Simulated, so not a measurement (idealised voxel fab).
process module | voxel transistor to metal
cross-section cut | 145 nm wide | cells 5 nm
A cross-section is a grid of square cells, given in bands from the top down. A band is one or more rows of cells.
Each band's line starts with the height of the band's top and of its bottom, in nm. Then come its materials from left to right, each with its width in nm. One material with "throughout" fills the band from edge to edge. "air" is empty space.
Height 0 is the level under which the wafer as received is all one material. The lowest band goes on downwards, as in "0 down".
A width such as "30 to 40" changes by the same amount from each row of cells to the next, from the band's top row to its bottom row.
"no change" after a step means that no cell of the cross-section changed.
closed voids: empty space of 8 cells or more with no open way to the top, each as width x height at its distance from the left edge, in nm
after a step's settings: what the simulator itself notes on the step
overlay nm, on a step with a mask: how far to the right of its planned place the mask lay; to the left if negative
plan
1 op RECEIVE | material Si
2 op OXIDIZE | depth nm 5
3 op CONFORMAL_DEP | material SiN | thk nm 10
4 op DIRECTIONAL_DEP | material aC | thk nm 10
5 op PATTERN | tone cover | mask id ACTIVE | material resist | width nm 105 | thk nm 30 | overlay nm 0
6 op DIRECTIONAL_ETCH | etch materials aC | depth nm 10
7 op STRIP | etch materials resist
8 op DIRECTIONAL_ETCH | etch materials SiN | depth nm 10
9 op DIRECTIONAL_ETCH | etch materials SiO2 | depth nm 5
10 op DIRECTIONAL_ETCH | etch materials Si | depth nm 25
11 op STRIP | etch materials aC
12 op FILL_DEP | material SiO2 | thk nm 5
13 op CMP | height nm 10
14 op SELECTIVE_ETCH | etch materials SiO2 | depth nm 10
15 op STRIP | etch materials SiN
16 op SELECTIVE_ETCH | etch materials SiO2 | depth nm 5
17 op OXIDIZE | depth nm 5
18 op DIRECTIONAL_DEP | material polySi | thk nm 30
19 op DIRECTIONAL_DEP | material SiCN | thk nm 10
20 op DIRECTIONAL_DEP | material aC | thk nm 15
21 op PATTERN | tone cover | mask id GATE | material resist | width nm 35 | thk nm 30 | overlay nm 0
22 op DIRECTIONAL_ETCH | etch materials aC | depth nm 15
23 op STRIP | etch materials resist
24 op DIRECTIONAL_ETCH | etch materials SiCN | depth nm 20
25 op DIRECTIONAL_ETCH | etch materials polySi | depth nm 40
26 op STRIP | etch materials aC
27 op CONFORMAL_DEP | material SiN | thk nm 5
28 op DIRECTIONAL_ETCH | etch materials SiN | depth nm 5
29 op DIRECTIONAL_ETCH | etch materials SiO2 | depth nm 5
30 op DIRECTIONAL_ETCH | etch materials Si | depth nm 5
31 op EPI | material SiGe | thk nm 5
32 op FILL_DEP | material SiO2 | thk nm 10
33 op CMP | height nm 25
34 op STRIP | etch materials polySi
35 op SELECTIVE_ETCH | etch materials SiO2 | depth nm 5
36 op CONFORMAL_DEP | material HfO2 | thk nm 5
37 op CONFORMAL_DEP | material TiN | thk nm 5
38 op FILL_DEP | material W | thk nm 5
39 op CMP | height nm 20
40 op DIRECTIONAL_DEP | material SiO2 | thk nm 15
41 op DIRECTIONAL_DEP | material aC | thk nm 10
42 op PATTERN | tone open | mask id CONTACT | material resist | width nm 15 | pitch nm 80 | thk nm 30 | overlay nm 0
43 op DIRECTIONAL_ETCH | etch materials aC | depth nm 10
44 op STRIP | etch materials resist
45 op DIRECTIONAL_ETCH | etch materials SiO2 | depth nm 45
46 op STRIP | etch materials aC
47 op CONFORMAL_DEP | material TiN | thk nm 5
48 op FILL_DEP | material Ru | thk nm 5
49 op CMP | height nm 35
50 op CONFORMAL_DEP | material SiCN | thk nm 5
51 op DIRECTIONAL_DEP | material SiO2 | thk nm 25
52 op MASKED_ETCH | tone open | mask id METAL_1 | width nm 15 | pitch nm 80 | etch materials SiO2 | depth nm 25 | overlay nm 0
53 op MASKED_ETCH | tone open | mask id METAL_1 | width nm 15 | pitch nm 80 | etch materials SiCN | depth nm 5 | overlay nm 0
54 op CONFORMAL_DEP | material TiN | thk nm 5
55 op FILL_DEP | material Ru | thk nm 5
56 op CMP | height nm 65
57 op EPI | material Ru | thk nm 5
58 op FILL_DEP | material SiCN | thk nm 5
first wafer, as planned
as received, after step 1
  0 down: Si throughout
  closed voids: none
after step 2
  0 to -5: SiO2 throughout
  below -5: unchanged
after step 3
  10 to 0: SiN throughout
  below 0: unchanged
after step 4
  20 to 10: aC throughout
  below 10: unchanged
after step 5
  50 to 20: air 20 | resist 105 | air 20
  below 20: unchanged
after step 6
  40 to 20: air 20 | resist 105 | air 20
  20 to 10: air 20 | aC 105 | air 20
  below 10: unchanged
after step 7
  20 to 10: air 20 | aC 105 | air 20
  below 10: unchanged
after step 8
  20 to 10: air 20 | aC 105 | air 20
  10 to 0: air 20 | SiN 105 | air 20
  below 0: unchanged
after step 9
  20 to 10: air 20 | aC 105 | air 20
  10 to 0: air 20 | SiN 105 | air 20
  0 to -5: air 20 | SiO2 105 | air 20
  below -5: unchanged
after step 10
  20 to 10: air 20 | aC 105 | air 20
  10 to 0: air 20 | SiN 105 | air 20
  0 to -5: air 20 | SiO2 105 | air 20
  -5 to -30: air 20 | Si 105 | air 20
  below -30: unchanged
after step 11
  10 to 0: air 20 | SiN 105 | air 20
  below 0: unchanged
after step 12
  15 to 10: SiO2 throughout
  10 to 0: SiO2 20 | SiN 105 | SiO2 20
  0 to -5: SiO2 throughout
  -5 to -30: SiO2 20 | Si 105 | SiO2 20
  below -30: unchanged
after step 13
  10 to 0: SiO2 20 | SiN 105 | SiO2 20
  below 0: unchanged
after step 14
  10 to 0: air 20 | SiN 105 | air 20
  below 0: unchanged
after step 15
  0 to -5: SiO2 throughout
  below -5: unchanged
after step 16
  -5 to -30: SiO2 20 | Si 105 | SiO2 20
  below -30: unchanged
after step 17
  -5 to -10: SiO2 throughout
  below -10: unchanged
after step 18
  25 to -5: polySi throughout
  below -5: unchanged
after step 19
  35 to 25: SiCN throughout
  below 25: unchanged
after step 20
  50 to 35: aC throughout
  below 35: unchanged
after step 21
  80 to 50: air 55 | resist 35 | air 55
  below 50: unchanged
after step 22
  65 to 50: air 55 | resist 35 | air 55
  50 to 35: air 55 | aC 35 | air 55
  below 35: unchanged
after step 23
  50 to 35: air 55 | aC 35 | air 55
  below 35: unchanged
after step 24
  50 to 35: air 55 | aC 35 | air 55
  35 to 25: air 55 | SiCN 35 | air 55
  below 25: unchanged
after step 25
  50 to 35: air 55 | aC 35 | air 55
  35 to 25: air 55 | SiCN 35 | air 55
  25 to -5: air 55 | polySi 35 | air 55
  below -5: unchanged
after step 26
  35 to 25: air 55 | SiCN 35 | air 55
  below 25: unchanged
after step 27
  40 to 35: air 50 | SiN 45 | air 50
  35 to 25: air 50 | SiN 5 | SiCN 35 | SiN 5 | air 50
  25 to 0: air 50 | SiN 5 | polySi 35 | SiN 5 | air 50
  0 to -5: SiN 55 | polySi 35 | SiN 55
  below -5: unchanged
after step 28
  35 to 25: air 50 | SiN 5 | SiCN 35 | SiN 5 | air 50
  25 to -5: air 50 | SiN 5 | polySi 35 | SiN 5 | air 50
  below -5: unchanged
after step 29
  35 to 25: air 50 | SiN 5 | SiCN 35 | SiN 5 | air 50
  25 to -5: air 50 | SiN 5 | polySi 35 | SiN 5 | air 50
  -5 to -10: air 50 | SiO2 45 | air 50
  below -10: unchanged
after step 30
  35 to 25: air 50 | SiN 5 | SiCN 35 | SiN 5 | air 50
  25 to -5: air 50 | SiN 5 | polySi 35 | SiN 5 | air 50
  -5 to -10: air 50 | SiO2 45 | air 50
  -10 to -15: SiO2 20 | air 30 | Si 45 | air 30 | SiO2 20
  below -15: unchanged
after step 31
  35 to 25: air 50 | SiN 5 | SiCN 35 | SiN 5 | air 50
  25 to -5: air 50 | SiN 5 | polySi 35 | SiN 5 | air 50
  -5 to -10: air 45 | SiGe 5 | SiO2 45 | SiGe 5 | air 45
  -10 to -15: SiO2 20 | SiGe 30 | Si 45 | SiGe 30 | SiO2 20
  below -15: unchanged
after step 32
  45 to 35: SiO2 throughout
  35 to 25: SiO2 50 | SiN 5 | SiCN 35 | SiN 5 | SiO2 50
  25 to -5: SiO2 50 | SiN 5 | polySi 35 | SiN 5 | SiO2 50
  -5 to -10: SiO2 45 | SiGe 5 | SiO2 45 | SiGe 5 | SiO2 45
  below -10: unchanged
after step 33
  25 to -5: SiO2 50 | SiN 5 | polySi 35 | SiN 5 | SiO2 50
  below -5: unchanged
after step 34
  25 to -5: SiO2 50 | SiN 5 | air 35 | SiN 5 | SiO2 50
  below -5: unchanged
after step 35
  25 to 20: air 50 | SiN 5 | air 35 | SiN 5 | air 50
  20 to -5: SiO2 50 | SiN 5 | air 35 | SiN 5 | SiO2 50
  -5 to -10: SiO2 45 | SiGe 5 | air 45 | SiGe 5 | SiO2 45
  below -10: unchanged
after step 36
  30 to 25: air 45 | HfO2 15 | air 25 | HfO2 15 | air 45
  25 to 20: HfO2 50 | SiN 5 | HfO2 5 | air 25 | HfO2 5 | SiN 5 | HfO2 50
  20 to -5: SiO2 50 | SiN 5 | HfO2 5 | air 25 | HfO2 5 | SiN 5 | SiO2 50
  -5 to -10: SiO2 45 | SiGe 5 | HfO2 45 | SiGe 5 | SiO2 45
  below -10: unchanged
after step 37
  35 to 30: air 40 | TiN 25 | air 15 | TiN 25 | air 40
  30 to 25: TiN 45 | HfO2 15 | TiN 5 | air 15 | TiN 5 | HfO2 15 | TiN 45
  25 to 20: HfO2 50 | SiN 5 | HfO2 5 | TiN 5 | air 15 | TiN 5 | HfO2 5 | SiN 5 | HfO2 50
  20 to 0: SiO2 50 | SiN 5 | HfO2 5 | TiN 5 | air 15 | TiN 5 | HfO2 5 | SiN 5 | SiO2 50
  0 to -5: SiO2 50 | SiN 5 | HfO2 5 | TiN 25 | HfO2 5 | SiN 5 | SiO2 50
  below -5: unchanged
after step 38
  40 to 35: W throughout
  35 to 30: W 40 | TiN 25 | W 15 | TiN 25 | W 40
  30 to 25: TiN 45 | HfO2 15 | TiN 5 | W 15 | TiN 5 | HfO2 15 | TiN 45
  25 to 20: HfO2 50 | SiN 5 | HfO2 5 | TiN 5 | W 15 | TiN 5 | HfO2 5 | SiN 5 | HfO2 50
  20 to 0: SiO2 50 | SiN 5 | HfO2 5 | TiN 5 | W 15 | TiN 5 | HfO2 5 | SiN 5 | SiO2 50
  below 0: unchanged
after step 39
  20 to 0: SiO2 50 | SiN 5 | HfO2 5 | TiN 5 | W 15 | TiN 5 | HfO2 5 | SiN 5 | SiO2 50
  below 0: unchanged
after step 40
  35 to 20: SiO2 throughout
  below 20: unchanged
after step 41
  45 to 35: aC throughout
  below 35: unchanged
after step 42
  75 to 45: resist 25 | air 15 | resist 65 | air 15 | resist 25
  below 45: unchanged
after step 43
  65 to 45: resist 25 | air 15 | resist 65 | air 15 | resist 25
  45 to 35: aC 25 | air 15 | aC 65 | air 15 | aC 25
  below 35: unchanged
after step 44
  45 to 35: aC 25 | air 15 | aC 65 | air 15 | aC 25
  below 35: unchanged
after step 45
  45 to 35: aC 25 | air 15 | aC 65 | air 15 | aC 25
  35 to 20: SiO2 25 | air 15 | SiO2 65 | air 15 | SiO2 25
  20 to 0: SiO2 25 | air 15 | SiO2 10 | SiN 5 | HfO2 5 | TiN 5 | W 15 | TiN 5 | HfO2 5 | SiN 5 | SiO2 10 | air 15 | SiO2 25
  0 to -5: SiO2 25 | air 15 | SiO2 10 | SiN 5 | HfO2 5 | TiN 25 | HfO2 5 | SiN 5 | SiO2 10 | air 15 | SiO2 25
  -5 to -10: SiO2 25 | air 15 | SiO2 5 | SiGe 5 | HfO2 45 | SiGe 5 | SiO2 5 | air 15 | SiO2 25
  below -10: unchanged
after step 46
  35 to 20: SiO2 25 | air 15 | SiO2 65 | air 15 | SiO2 25
  below 20: unchanged
after step 47
  40 to 35: TiN 30 | air 5 | TiN 75 | air 5 | TiN 30
  35 to 20: SiO2 25 | TiN 5 | air 5 | TiN 5 | SiO2 65 | TiN 5 | air 5 | TiN 5 | SiO2 25
  20 to 0: SiO2 25 | TiN 5 | air 5 | TiN 5 | SiO2 10 | SiN 5 | HfO2 5 | TiN 5 | W 15 | TiN 5 | HfO2 5 | SiN 5 | SiO2 10 | TiN 5 | air 5 | TiN 5 | SiO2 25
  0 to -5: SiO2 25 | TiN 5 | air 5 | TiN 5 | SiO2 10 | SiN 5 | HfO2 5 | TiN 25 | HfO2 5 | SiN 5 | SiO2 10 | TiN 5 | air 5 | TiN 5 | SiO2 25
  -5 to -10: SiO2 25 | TiN 15 | SiO2 5 | SiGe 5 | HfO2 45 | SiGe 5 | SiO2 5 | TiN 15 | SiO2 25
  below -10: unchanged
after step 48
  45 to 40: Ru throughout
  40 to 35: TiN 30 | Ru 5 | TiN 75 | Ru 5 | TiN 30
  35 to 20: SiO2 25 | TiN 5 | Ru 5 | TiN 5 | SiO2 65 | TiN 5 | Ru 5 | TiN 5 | SiO2 25
  20 to 0: SiO2 25 | TiN 5 | Ru 5 | TiN 5 | SiO2 10 | SiN 5 | HfO2 5 | TiN 5 | W 15 | TiN 5 | HfO2 5 | SiN 5 | SiO2 10 | TiN 5 | Ru 5 | TiN 5 | SiO2 25
  0 to -5: SiO2 25 | TiN 5 | Ru 5 | TiN 5 | SiO2 10 | SiN 5 | HfO2 5 | TiN 25 | HfO2 5 | SiN 5 | SiO2 10 | TiN 5 | Ru 5 | TiN 5 | SiO2 25
  below -5: unchanged
after step 49
  35 to 20: SiO2 25 | TiN 5 | Ru 5 | TiN 5 | SiO2 65 | TiN 5 | Ru 5 | TiN 5 | SiO2 25
  below 20: unchanged
after step 50
  40 to 35: SiCN throughout
  below 35: unchanged
after step 51
  65 to 40: SiO2 throughout
  below 40: unchanged
after step 52
  65 to 40: SiO2 25 | air 15 | SiO2 65 | air 15 | SiO2 25
  below 40: unchanged
after step 53
  65 to 40: SiO2 25 | air 15 | SiO2 65 | air 15 | SiO2 25
  40 to 35: SiCN 25 | air 15 | SiCN 65 | air 15 | SiCN 25
  below 35: unchanged
after step 54
  70 to 65: TiN 30 | air 5 | TiN 75 | air 5 | TiN 30
  65 to 40: SiO2 25 | TiN 5 | air 5 | TiN 5 | SiO2 65 | TiN 5 | air 5 | TiN 5 | SiO2 25
  40 to 35: SiCN 25 | TiN 15 | SiCN 65 | TiN 15 | SiCN 25
  below 35: unchanged
after step 55
  75 to 70: Ru throughout
  70 to 65: TiN 30 | Ru 5 | TiN 75 | Ru 5 | TiN 30
  65 to 40: SiO2 25 | TiN 5 | Ru 5 | TiN 5 | SiO2 65 | TiN 5 | Ru 5 | TiN 5 | SiO2 25
  below 40: unchanged
after step 56
  65 to 40: SiO2 25 | TiN 5 | Ru 5 | TiN 5 | SiO2 65 | TiN 5 | Ru 5 | TiN 5 | SiO2 25
  below 40: unchanged
after step 57
  70 to 65: air 20 | Ru 25 | air 55 | Ru 25 | air 20
  below 65: unchanged
after step 58
  75 to 70: SiCN throughout
  70 to 65: SiCN 20 | Ru 25 | SiCN 55 | Ru 25 | SiCN 20
  below 65: unchanged
second wafer: like start, like plan, one mistake. Through step 51 it matches the first wafer
when step 52 should have ended
  65 to 40: SiO2 25 | air 20 | SiO2 60 | air 20 | SiO2 20
  below 40: unchanged
when step 53 should have ended
  65 to 40: SiO2 25 | air 20 | SiO2 60 | air 20 | SiO2 20
  40 to 35: SiCN 25 | air 15 | SiCN 65 | air 15 | SiCN 25
  below 35: unchanged
when step 54 should have ended
  70 to 65: TiN 30 | air 10 | TiN 70 | air 10 | TiN 25
  65 to 45: SiO2 25 | TiN 5 | air 10 | TiN 5 | SiO2 60 | TiN 5 | air 10 | TiN 5 | SiO2 20
  45 to 40: SiO2 25 | TiN 5 | air 5 | TiN 10 | SiO2 60 | TiN 5 | air 5 | TiN 10 | SiO2 20
  40 to 35: SiCN 25 | TiN 15 | SiCN 65 | TiN 15 | SiCN 25
  below 35: unchanged
when step 55 should have ended
  75 to 70: Ru throughout
  70 to 65: TiN 30 | Ru 10 | TiN 70 | Ru 10 | TiN 25
  65 to 45: SiO2 25 | TiN 5 | Ru 10 | TiN 5 | SiO2 60 | TiN 5 | Ru 10 | TiN 5 | SiO2 20
  45 to 40: SiO2 25 | TiN 5 | Ru 5 | TiN 10 | SiO2 60 | TiN 5 | Ru 5 | TiN 10 | SiO2 20
  below 40: unchanged
when step 56 should have ended
  65 to 45: SiO2 25 | TiN 5 | Ru 10 | TiN 5 | SiO2 60 | TiN 5 | Ru 10 | TiN 5 | SiO2 20
  below 45: unchanged
when step 57 should have ended
  70 to 65: air 20 | Ru 30 | air 50 | Ru 30 | air 15
  below 65: unchanged
when step 58 should have ended
  75 to 70: SiCN throughout
  70 to 65: SiCN 20 | Ru 30 | SiCN 50 | Ru 30 | SiCN 15
  below 65: unchanged
what went wrong: step 52 ran as: op MASKED_ETCH | tone open | mask id METAL_1 | width nm 20 | pitch nm 80 | etch materials SiO2 | depth nm 25 | overlay nm 0
at the end the second wafer has, in cells: 10 more of Ru | 2 fewer of SiCN | 10 fewer of SiO2 | 2 more of TiN
